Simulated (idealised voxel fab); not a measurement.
The document below concerns the process module designated voxel transistor to metal.
Cross-section cut spans 195 nm and uses square cells 5 nm in size.
A cross-section is written here as square cells arranged in a grid, and it is given in bands from the top down, each band taking up one or more rows of cells.
The entry gives the band's vertical extent as a top height and a bottom height in nm, then its horizontal make-up as materials from left to right, each with a width in nm. "blank" stands for empty space; a single material marked "full width" fills the band edge to edge.
Heights are expressed relative to 0, this being the level below which the as-received wafer comprises one material exclusively. The lowest band is unbounded in the downward direction and is denoted as in "from 0 down".
Width spec "30..40" -> top row of cells at first value, bottom row at second value, equal per-row change in between.
When a step is marked "remained unchanged", none of the cells in the cross-section changed during that step.
If an empty space has no open way to the top and is at least 8 cells in size, "Closed empty spaces" lists it, written width x height at distance, where distance is measured from the left edge and every value is in nm.
Anything after a step's settings on that line? It's the simulator's own note about the step.
overlay nm, on a step with a mask: how far to the right of its planned place the mask lay; to the left if negative

### The planned process steps are enumerated hereunder
1 RECEIVE (material Si)
2 CONFORMAL_DEP (material SiO2; thk nm 5)
3 CONFORMAL_DEP (material SiN; thk nm 10)
4 MASKED_ETCH (tone cover; mask id ACTIVE; width nm 115; etch materials SiN; depth nm 10; overlay nm 0)
5 MASKED_ETCH (tone cover; mask id ACTIVE; width nm 115; etch materials SiO2; depth nm 5; overlay nm 0)
6 MASKED_ETCH (tone cover; mask id ACTIVE; width nm 115; etch materials Si; depth nm 30; overlay nm 0)
7 FILL_DEP (material SiO2; thk nm 5)
8 CMP (height nm 15)
9 SELECTIVE_ETCH (etch materials SiO2; depth nm 5)
10 STRIP (etch materials SiN)
11 SELECTIVE_ETCH (etch materials SiO2; depth nm 5)
12 OXIDIZE (depth nm 5)
13 DIRECTIONAL_DEP (material polySi; thk nm 20)
14 DIRECTIONAL_DEP (material SiCN; thk nm 10)
15 PATTERN (tone cover; mask id GATE; material resist; width nm 25; thk nm 15; overlay nm 0)
16 DIRECTIONAL_ETCH (etch materials SiCN; depth nm 20)
17 DIRECTIONAL_ETCH (etch materials polySi; depth nm 30)
18 STRIP (etch materials resist)
19 CONFORMAL_DEP (material SiO2; thk nm 5)
20 DIRECTIONAL_ETCH (etch materials SiO2; depth nm 5)
21 CONFORMAL_DEP (material SiN; thk nm 10)
22 DIRECTIONAL_ETCH (etch materials SiN; depth nm 10)
23 DIRECTIONAL_ETCH (etch materials SiO2; depth nm 5)
24 DIRECTIONAL_ETCH (etch materials Si; depth nm 15)
25 EPI (material SiGe; thk nm 15)
26 FILL_DEP (material SiO2; thk nm 5)
27 CMP (height nm 20)
28 STRIP (etch materials polySi)
29 SELECTIVE_ETCH (etch materials SiO2; depth nm 5)
30 CONFORMAL_DEP (material HfO2; thk nm 5)
31 CONFORMAL_DEP (material TiN; thk nm 5)
32 FILL_DEP (material W; thk nm 10)
33 CMP (height nm 15)
34 DIRECTIONAL_DEP (material SiO2; thk nm 15)
35 MASKED_ETCH (tone open; mask id CONTACT; width nm 15; pitch nm 80; etch materials SiO2; depth nm 20; overlay nm 0)
36 CONFORMAL_DEP (material TiN; thk nm 5)
37 FILL_DEP (material W; thk nm 10)
38 CMP (height nm 30)
39 CONFORMAL_DEP (material SiCN; thk nm 5)
40 DIRECTIONAL_DEP (material SiO2; thk nm 25)
41 MASKED_ETCH (tone open; mask id METAL_1; width nm 15; pitch nm 80; etch materials SiO2; depth nm 25; overlay nm 0)
42 MASKED_ETCH (tone open; mask id METAL_1; width nm 15; pitch nm 80; etch materials SiCN; depth nm 5; overlay nm 0)
43 CONFORMAL_DEP (material TiN; thk nm 5)
44 FILL_DEP (material Cu; thk nm 5)
45 CMP (height nm 60)
46 CONFORMAL_DEP (material SiCN; thk nm 5)
47 DIRECTIONAL_DEP (material lowk; thk nm 25)
48 MASKED_ETCH (tone open; mask id METAL_2; width nm 15; pitch nm 80; etch materials lowk; depth nm 15; overlay nm 0)
49 DIRECTIONAL_DEP (material aC; thk nm 10)
50 PATTERN (tone open; mask id METAL_2_HOLES; material resist; width nm 15; pitch nm 80; thk nm 30; overlay nm 0)
51 DIRECTIONAL_ETCH (etch materials aC; depth nm 10)
52 STRIP (etch materials resist)
53 DIRECTIONAL_ETCH (etch materials lowk; depth nm 10)
54 DIRECTIONAL_ETCH (etch materials SiCN; depth nm 5)
55 STRIP (etch materials aC)
56 CONFORMAL_DEP (material TiN; thk nm 5)
57 FILL_DEP (material Cu; thk nm 10)
58 CMP (height nm 90)
59 CONFORMAL_DEP (material SiN; thk nm 5)

### As received (post step 1): cross-section
from 0 down = Si full width
Closed empty spaces: none

### first wafer at the end, as planned
from 95 to 90 = SiN full width
from 90 to 65 = 50 nm lowk  5 nm TiN  5 nm Cu  5 nm TiN  65 nm lowk  5 nm TiN  5 nm Cu  5 nm TiN  50 nm lowk
from 65 to 60 = 50 nm SiCN  15 nm TiN  65 nm SiCN  15 nm TiN  50 nm SiCN
from 60 to 35 = 50 nm SiO2  5 nm TiN  5 nm Cu  5 nm TiN  65 nm SiO2  5 nm TiN  5 nm Cu  5 nm TiN  50 nm SiO2
from 35 to 30 = 50 nm SiCN  15 nm TiN  65 nm SiCN  15 nm TiN  50 nm SiCN
from 30 to 15 = 50 nm SiO2  5 nm TiN  5 nm W  5 nm TiN  65 nm SiO2  5 nm TiN  5 nm W  5 nm TiN  50 nm SiO2
from 15 to 10 = 50 nm SiO2  15 nm TiN  5 nm SiO2  10 nm SiN  5 nm HfO2  5 nm TiN  15 nm W  5 nm TiN  5 nm HfO2  10 nm SiN  5 nm SiO2  15 nm TiN  50 nm SiO2
from 10 to 5 = 45 nm SiO2  25 nm SiGe  10 nm SiN  5 nm HfO2  5 nm TiN  15 nm W  5 nm TiN  5 nm HfO2  10 nm SiN  25 nm SiGe  45 nm SiO2
from 5 to 0 = 40 nm SiO2  10 nm SiN  20 nm SiGe  10 nm SiN  5 nm HfO2  25 nm TiN  5 nm HfO2  10 nm SiN  20 nm SiGe  10 nm SiN  40 nm SiO2
from 0 to -5 = 50 nm SiO2  20 nm SiGe  10 nm SiO2  35 nm HfO2  10 nm SiO2  20 nm SiGe  50 nm SiO2
from -5 to -20 = 40 nm SiO2  10 nm Si  20 nm SiGe  55 nm Si  20 nm SiGe  10 nm Si  40 nm SiO2
from -20 to -30 = 40 nm SiO2  115 nm Si  40 nm SiO2
from -30 down = Si full width
Closed empty spaces: none

### What the second wafer looks like in cross-section once the module is done. Its start and its plan matched the first wafer's exactly; what differed was one mistake in how it was run
from 95 to 90 = SiN full width
from 90 to 65 = 50 nm lowk  5 nm TiN  5 nm Cu  5 nm TiN  65 nm lowk  5 nm TiN  5 nm Cu  5 nm TiN  50 nm lowk
from 65 to 60 = 50 nm SiCN  15 nm TiN  65 nm SiCN  15 nm TiN  50 nm SiCN
from 60 to 40 = 45 nm Cu  5 nm TiN  15 nm SiO2  5 nm TiN  55 nm Cu  5 nm TiN  15 nm SiO2  5 nm TiN  45 nm Cu
from 40 to 35 = 50 nm TiN  15 nm SiO2  65 nm TiN  15 nm SiO2  50 nm TiN
from 35 to 30 = SiCN full width
from 30 to 15 = 50 nm SiO2  5 nm TiN  5 nm W  5 nm TiN  65 nm SiO2  5 nm TiN  5 nm W  5 nm TiN  50 nm SiO2
from 15 to 10 = 50 nm SiO2  15 nm TiN  5 nm SiO2  10 nm SiN  5 nm HfO2  5 nm TiN  15 nm W  5 nm TiN  5 nm HfO2  10 nm SiN  5 nm SiO2  15 nm TiN  50 nm SiO2
from 10 to 5 = 45 nm SiO2  25 nm SiGe  10 nm SiN  5 nm HfO2  5 nm TiN  15 nm W  5 nm TiN  5 nm HfO2  10 nm SiN  25 nm SiGe  45 nm SiO2
from 5 to 0 = 40 nm SiO2  10 nm SiN  20 nm SiGe  10 nm SiN  5 nm HfO2  25 nm TiN  5 nm HfO2  10 nm SiN  20 nm SiGe  10 nm SiN  40 nm SiO2
from 0 to -5 = 50 nm SiO2  20 nm SiGe  10 nm SiO2  35 nm HfO2  10 nm SiO2  20 nm SiGe  50 nm SiO2
from -5 to -20 = 40 nm SiO2  10 nm Si  20 nm SiGe  55 nm Si  20 nm SiGe  10 nm Si  40 nm SiO2
from -20 to -30 = 40 nm SiO2  115 nm Si  40 nm SiO2
from -30 down = Si full width
Closed empty spaces: none
What broke from the plan during processing? step 41 did not happen as planned, as run it was MASKED_ETCH (tone cover; mask id METAL_1; width nm 15; pitch nm 80; etch materials SiO2; depth nm 25; overlay nm 0)
Final tally in cells, some materials are higher or lower on the second wafer than on the first: Cu: 106 more, SiCN: 6 more, SiO2: 135 fewer, TiN: 23 more
